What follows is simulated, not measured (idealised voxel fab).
This section sets out a process module, namely voxel capacitor over wiring.
Shown is cross-section cut, with a width of 270 nm and square cells of size 5 nm.
Heads up, the way a cross-section reads in here is a grid of square cells, handed over as bands from the top down, with every band being one or more rows of cells. Quick guide to a band line: top height, bottom height (nm) up front; then every material left to right with its width in nm. Only one material and it's marked "full width"? Then it fills the band edge to edge. And "blank" just means empty space. Heights from 0 (as-received wafer is one material below). Bottom band endless downward, as "from 0 down". The expression "30 to 40" gives the width at the extremes of the band, the first number at its top row of cells and the second at its bottom row, with the width changing by equal amounts from each row to the next in between. You'll sometimes find "same as before" written for a step, and that's the way of saying that nowhere in the cross-section did a cell change during that step. "Voids, enclosed": empty spaces of 8 cells or more with no open way to the top, each given as width x height at distance, distance from the left edge, all in nm. Heads up: the bit after the settings on a step's line is the simulator's remark on that step. When a step includes a mask, the "overlay nm" setting on its line states how far to the right of its planned place that mask lay, and negative values state how far to the left.
Process steps (planned):
1: RECEIVE | material Si
2: CONFORMAL_DEP | material SiO2 | thk nm 15
3: CONFORMAL_DEP | material SiN | thk nm 5
4: DIRECTIONAL_DEP | material SiO2 | thk nm 20
5: PATTERN | tone open | mask id METAL_1 | material resist | width nm 30 | pitch nm 90 | thk nm 20 | overlay nm 0
6: DIRECTIONAL_ETCH | etch materials SiO2 | depth nm 20
7: DIRECTIONAL_ETCH | etch materials SiN | depth nm 5
8: STRIP | etch materials resist
9: CONFORMAL_DEP | material TiN | thk nm 5
10: FILL_DEP | material Ru | thk nm 10
11: CMP | height nm 40
12: EPI | material Ru | thk nm 5
13: FILL_DEP | material SiCN | thk nm 5
14: DIRECTIONAL_DEP | material lowk | thk nm 15
15: DIRECTIONAL_DEP | material aC | thk nm 10
16: PATTERN | tone open | mask id PLUG_1 | material resist | width nm 15 | thk nm 25 | overlay nm 0
17: DIRECTIONAL_ETCH | etch materials aC | depth nm 10
18: STRIP | etch materials resist
19: DIRECTIONAL_ETCH | etch materials lowk | depth nm 15
20: DIRECTIONAL_ETCH | etch materials SiCN | depth nm 5
21: STRIP | etch materials aC
22: CONFORMAL_DEP | material TiN | thk nm 5
23: FILL_DEP | material Cu | thk nm 5
24: CMP | height nm 65
25: DIRECTIONAL_DEP | material TiN | thk nm 5
26: DIRECTIONAL_DEP | material Al2O3 | thk nm 5
27: DIRECTIONAL_DEP | material TiN | thk nm 10
28: DIRECTIONAL_DEP | material aC | thk nm 15
29: PATTERN | tone cover | mask id UPPER_PLATE | material resist | width nm 65 | thk nm 35 | overlay nm 0
30: DIRECTIONAL_ETCH | etch materials aC | depth nm 15
31: STRIP | etch materials resist
32: DIRECTIONAL_ETCH | etch materials TiN | depth nm 10
33: DIRECTIONAL_ETCH | etch materials Al2O3 | depth nm 5
34: STRIP | etch materials aC
35: PATTERN | tone cover | mask id LOWER_PLATE | material resist | width nm 75 | thk nm 20 | overlay nm 0
36: DIRECTIONAL_ETCH | etch materials TiN | depth nm 5
37: STRIP | etch materials resist
38: FILL_DEP | material SiO2 | thk nm 15
39: CMP | height nm 95
40: MASKED_ETCH | tone open | mask id PLUG_2 | width nm 15 | etch materials SiO2 | depth nm 10 | overlay nm 0
41: CONFORMAL_DEP | material TiN | thk nm 5
42: FILL_DEP | material Cu | thk nm 10
43: CMP | height nm 95
44: CONFORMAL_DEP | material SiCN | thk nm 5
The first of a set of two wafers, run to plan:
Cross-section, incoming material, after step 1:
	from 0 down: Si full width
	Voids, enclosed: none
Step 2 done - wafer cross-section:
	from 15 to 0: SiO2 full width
	Under 0: no change, same as before.
Step 3 done - wafer cross-section:
	from 20 to 15: SiN full width
	Under 15: no change, same as before.
Step 4 done - wafer cross-section:
	from 40 to 20: SiO2 full width
	Under 20: no change, same as before.
Step 5 done - wafer cross-section:
	from 60 to 40: resist 75 nm  blank 30 nm  resist 60 nm  blank 30 nm  resist 75 nm
	Under 40: no change, same as before.
Step 6 done - wafer cross-section:
	from 60 to 40: resist 75 nm  blank 30 nm  resist 60 nm  blank 30 nm  resist 75 nm
	from 40 to 20: SiO2 75 nm  blank 30 nm  SiO2 60 nm  blank 30 nm  SiO2 75 nm
	Under 20: no change, same as before.
Step 7 done - wafer cross-section:
	from 60 to 40: resist 75 nm  blank 30 nm  resist 60 nm  blank 30 nm  resist 75 nm
	from 40 to 20: SiO2 75 nm  blank 30 nm  SiO2 60 nm  blank 30 nm  SiO2 75 nm
	from 20 to 15: SiN 75 nm  blank 30 nm  SiN 60 nm  blank 30 nm  SiN 75 nm
	Under 15: no change, same as before.
Step 8 done - wafer cross-section:
	from 40 to 20: SiO2 75 nm  blank 30 nm  SiO2 60 nm  blank 30 nm  SiO2 75 nm
	Under 20: no change, same as before.
Step 9 done - wafer cross-section:
	from 45 to 40: TiN 80 nm  blank 20 nm  TiN 70 nm  blank 20 nm  TiN 80 nm
	from 40 to 20: SiO2 75 nm  TiN 5 nm  blank 20 nm  TiN 5 nm  SiO2 60 nm  TiN 5 nm  blank 20 nm  TiN 5 nm  SiO2 75 nm
	from 20 to 15: SiN 75 nm  TiN 30 nm  SiN 60 nm  TiN 30 nm  SiN 75 nm
	Under 15: no change, same as before.
Step 10 done - wafer cross-section:
	from 55 to 45: Ru full width
	from 45 to 40: TiN 80 nm  Ru 20 nm  TiN 70 nm  Ru 20 nm  TiN 80 nm
	from 40 to 20: SiO2 75 nm  TiN 5 nm  Ru 20 nm  TiN 5 nm  SiO2 60 nm  TiN 5 nm  Ru 20 nm  TiN 5 nm  SiO2 75 nm
	Under 20: no change, same as before.
Step 11 done - wafer cross-section:
	from 40 to 20: SiO2 75 nm  TiN 5 nm  Ru 20 nm  TiN 5 nm  SiO2 60 nm  TiN 5 nm  Ru 20 nm  TiN 5 nm  SiO2 75 nm
	Under 20: no change, same as before.
Step 12 done - wafer cross-section:
	from 45 to 40: blank 70 nm  Ru 40 nm  blank 50 nm  Ru 40 nm  blank 70 nm
	Under 40: no change, same as before.
Step 13 done - wafer cross-section:
	from 50 to 45: SiCN full width
	from 45 to 40: SiCN 70 nm  Ru 40 nm  SiCN 50 nm  Ru 40 nm  SiCN 70 nm
	Under 40: no change, same as before.
Step 14 done - wafer cross-section:
	from 65 to 50: lowk full width
	Under 50: no change, same as before.
Step 15 done - wafer cross-section:
	from 75 to 65: aC full width
	Under 65: no change, same as before.
Step 16 done - wafer cross-section:
	from 100 to 75: resist 90 nm  blank 15 nm  resist 165 nm
	Under 75: no change, same as before.
Step 17 done - wafer cross-section:
	from 90 to 75: resist 90 nm  blank 15 nm  resist 165 nm
	from 75 to 65: aC 90 nm  blank 15 nm  aC 165 nm
	Under 65: no change, same as before.
Step 18 done - wafer cross-section:
	from 75 to 65: aC 90 nm  blank 15 nm  aC 165 nm
	Under 65: no change, same as before.
Step 19 done - wafer cross-section:
	from 75 to 65: aC 90 nm  blank 15 nm  aC 165 nm
	from 65 to 50: lowk 90 nm  blank 15 nm  lowk 165 nm
	Under 50: no change, same as before.
Step 20 done - wafer cross-section:
	from 75 to 65: aC 90 nm  blank 15 nm  aC 165 nm
	from 65 to 50: lowk 90 nm  blank 15 nm  lowk 165 nm
	from 50 to 45: SiCN 90 nm  blank 15 nm  SiCN 165 nm
	Under 45: no change, same as before.
Step 21 done - wafer cross-section:
	from 65 to 50: lowk 90 nm  blank 15 nm  lowk 165 nm
	Under 50: no change, same as before.
Step 22 done - wafer cross-section:
	from 70 to 65: TiN 95 nm  blank 5 nm  TiN 170 nm
	from 65 to 50: lowk 90 nm  TiN 5 nm  blank 5 nm  TiN 5 nm  lowk 165 nm
	from 50 to 45: SiCN 90 nm  TiN 15 nm  SiCN 165 nm
	Under 45: no change, same as before.
Step 23 done - wafer cross-section:
	from 75 to 70: Cu full width
	from 70 to 65: TiN 95 nm  Cu 5 nm  TiN 170 nm
	from 65 to 50: lowk 90 nm  TiN 5 nm  Cu 5 nm  TiN 5 nm  lowk 165 nm
	Under 50: no change, same as before.
Step 24 done - wafer cross-section:
	from 65 to 50: lowk 90 nm  TiN 5 nm  Cu 5 nm  TiN 5 nm  lowk 165 nm
	Under 50: no change, same as before.
Step 25 done - wafer cross-section:
	from 70 to 65: TiN full width
	Under 65: no change, same as before.
Step 26 done - wafer cross-section:
	from 75 to 70: Al2O3 full width
	Under 70: no change, same as before.
Step 27 done - wafer cross-section:
	from 85 to 75: TiN full width
	Under 75: no change, same as before.
Step 28 done - wafer cross-section:
	from 100 to 85: aC full width
	Under 85: no change, same as before.
Step 29 done - wafer cross-section:
	from 135 to 100: blank 90 nm  resist 65 nm  blank 115 nm
	Under 100: no change, same as before.
Step 30 done - wafer cross-section:
	from 120 to 100: blank 90 nm  resist 65 nm  blank 115 nm
	from 100 to 85: blank 90 nm  aC 65 nm  blank 115 nm
	Under 85: no change, same as before.
Step 31 done - wafer cross-section:
	from 100 to 85: blank 90 nm  aC 65 nm  blank 115 nm
	Under 85: no change, same as before.
Step 32 done - wafer cross-section:
	from 100 to 85: blank 90 nm  aC 65 nm  blank 115 nm
	from 85 to 75: blank 90 nm  TiN 65 nm  blank 115 nm
	Under 75: no change, same as before.
Step 33 done - wafer cross-section:
	from 100 to 85: blank 90 nm  aC 65 nm  blank 115 nm
	from 85 to 75: blank 90 nm  TiN 65 nm  blank 115 nm
	from 75 to 70: blank 90 nm  Al2O3 65 nm  blank 115 nm
	Under 70: no change, same as before.
Step 34 done - wafer cross-section:
	from 85 to 75: blank 90 nm  TiN 65 nm  blank 115 nm
	Under 75: no change, same as before.
Step 35 done - wafer cross-section:
	from 105 to 85: blank 85 nm  resist 75 nm  blank 110 nm
	from 85 to 75: blank 85 nm  resist 5 nm  TiN 65 nm  resist 5 nm  blank 110 nm
	from 75 to 70: blank 85 nm  resist 5 nm  Al2O3 65 nm  resist 5 nm  blank 110 nm
	Under 70: no change, same as before.
Step 36 done - wafer cross-section:
	from 105 to 85: blank 85 nm  resist 75 nm  blank 110 nm
	from 85 to 75: blank 85 nm  resist 5 nm  TiN 65 nm  resist 5 nm  blank 110 nm
	from 75 to 70: blank 85 nm  resist 5 nm  Al2O3 65 nm  resist 5 nm  blank 110 nm
	from 70 to 65: blank 85 nm  TiN 75 nm  blank 110 nm
	Under 65: no change, same as before.
Step 37 done - wafer cross-section:
	from 85 to 75: blank 90 nm  TiN 65 nm  blank 115 nm
	from 75 to 70: blank 90 nm  Al2O3 65 nm  blank 115 nm
	Under 70: no change, same as before.
Step 38 done - wafer cross-section:
	from 100 to 85: SiO2 full width
	from 85 to 75: SiO2 90 nm  TiN 65 nm  SiO2 115 nm
	from 75 to 70: SiO2 90 nm  Al2O3 65 nm  SiO2 115 nm
	from 70 to 65: SiO2 85 nm  TiN 75 nm  SiO2 110 nm
	Under 65: no change, same as before.
Step 39 done - wafer cross-section:
	from 95 to 85: SiO2 full width
	Under 85: no change, same as before.
Step 40 done - wafer cross-section:
	from 95 to 85: SiO2 100 nm  blank 15 nm  SiO2 155 nm
	Under 85: no change, same as before.
Step 41 done - wafer cross-section:
	from 100 to 95: TiN 105 nm  blank 5 nm  TiN 160 nm
	from 95 to 90: SiO2 100 nm  TiN 5 nm  blank 5 nm  TiN 5 nm  SiO2 155 nm
	from 90 to 85: SiO2 100 nm  TiN 15 nm  SiO2 155 nm
	Under 85: no change, same as before.
Step 42 done - wafer cross-section:
	from 110 to 100: Cu full width
	from 100 to 95: TiN 105 nm  Cu 5 nm  TiN 160 nm
	from 95 to 90: SiO2 100 nm  TiN 5 nm  Cu 5 nm  TiN 5 nm  SiO2 155 nm
	Under 90: no change, same as before.
Step 43 done - wafer cross-section:
	from 95 to 90: SiO2 100 nm  TiN 5 nm  Cu 5 nm  TiN 5 nm  SiO2 155 nm
	Under 90: no change, same as before.
Step 44 done - wafer cross-section:
	from 100 to 95: SiCN full width
	Under 95: no change, same as before.
What follows concerns the second wafer, which started out like the first and was meant to follow the very same plan; one mistake crept in when it was run, but everything up to and including step 28 is the same as for the first wafer:
Second wafer, cut view, end of step 29 per plan:
	from 135 to 100: blank 90 nm  resist 70 nm  blank 110 nm
	Under 100: no change, same as before.
Second wafer, cut view, end of step 30 per plan:
	from 120 to 100: blank 90 nm  resist 70 nm  blank 110 nm
	from 100 to 85: blank 90 nm  aC 70 nm  blank 110 nm
	Under 85: no change, same as before.
Second wafer, cut view, end of step 31 per plan:
	from 100 to 85: blank 90 nm  aC 70 nm  blank 110 nm
	Under 85: no change, same as before.
Second wafer, cut view, end of step 32 per plan:
	from 100 to 85: blank 90 nm  aC 70 nm  blank 110 nm
	from 85 to 75: blank 90 nm  TiN 70 nm  blank 110 nm
	Under 75: no change, same as before.
Second wafer, cut view, end of step 33 per plan:
	from 100 to 85: blank 90 nm  aC 70 nm  blank 110 nm
	from 85 to 75: blank 90 nm  TiN 70 nm  blank 110 nm
	from 75 to 70: blank 90 nm  Al2O3 70 nm  blank 110 nm
	Under 70: no change, same as before.
Second wafer, cut view, end of step 34 per plan:
	from 85 to 75: blank 90 nm  TiN 70 nm  blank 110 nm
	Under 75: no change, same as before.
Second wafer, cut view, end of step 35 per plan:
	from 105 to 85: blank 85 nm  resist 75 nm  blank 110 nm
	from 85 to 75: blank 85 nm  resist 5 nm  TiN 70 nm  blank 110 nm
	from 75 to 70: blank 85 nm  resist 5 nm  Al2O3 70 nm  blank 110 nm
	Under 70: no change, same as before.
Second wafer, cut view, end of step 36 per plan:
	from 105 to 85: blank 85 nm  resist 75 nm  blank 110 nm
	from 85 to 75: blank 85 nm  resist 5 nm  TiN 70 nm  blank 110 nm
	from 75 to 70: blank 85 nm  resist 5 nm  Al2O3 70 nm  blank 110 nm
	from 70 to 65: blank 85 nm  TiN 75 nm  blank 110 nm
	Under 65: no change, same as before.
Second wafer, cut view, end of step 37 per plan:
	from 85 to 75: blank 90 nm  TiN 70 nm  blank 110 nm
	from 75 to 70: blank 90 nm  Al2O3 70 nm  blank 110 nm
	Under 70: no change, same as before.
Second wafer, cut view, end of step 38 per plan:
	from 100 to 85: SiO2 full width
	from 85 to 75: SiO2 90 nm  TiN 70 nm  SiO2 110 nm
	from 75 to 70: SiO2 90 nm  Al2O3 70 nm  SiO2 110 nm
	from 70 to 65: SiO2 85 nm  TiN 75 nm  SiO2 110 nm
	Under 65: no change, same as before.
Second wafer, cut view, end of step 39 per plan:
	from 95 to 85: SiO2 full width
	Under 85: no change, same as before.
Second wafer, cut view, end of step 40 per plan:
	from 95 to 85: SiO2 100 nm  blank 15 nm  SiO2 155 nm
	Under 85: no change, same as before.
Second wafer, cut view, end of step 41 per plan:
	from 100 to 95: TiN 105 nm  blank 5 nm  TiN 160 nm
	from 95 to 90: SiO2 100 nm  TiN 5 nm  blank 5 nm  TiN 5 nm  SiO2 155 nm
	from 90 to 85: SiO2 100 nm  TiN 15 nm  SiO2 155 nm
	Under 85: no change, same as before.
Second wafer, cut view, end of step 42 per plan:
	from 110 to 100: Cu full width
	from 100 to 95: TiN 105 nm  Cu 5 nm  TiN 160 nm
	from 95 to 90: SiO2 100 nm  TiN 5 nm  Cu 5 nm  TiN 5 nm  SiO2 155 nm
	Under 90: no change, same as before.
Second wafer, cut view, end of step 43 per plan:
	from 95 to 90: SiO2 100 nm  TiN 5 nm  Cu 5 nm  TiN 5 nm  SiO2 155 nm
	Under 90: no change, same as before.
Second wafer, cut view, end of step 44 per plan:
	from 100 to 95: SiCN full width
	Under 95: no change, same as before.
Misprocessing identified: so step 29 ended up running with a different setting than we planned, it ran as PATTERN | tone cover | mask id UPPER_PLATE | material resist | width nm 70 | thk nm 35 | overlay nm 0
Heads up, by the end the second wafer has more or fewer cells of some materials compared to the first: Al2O3: 1 more; SiO2: 3 fewer; TiN: 2 more
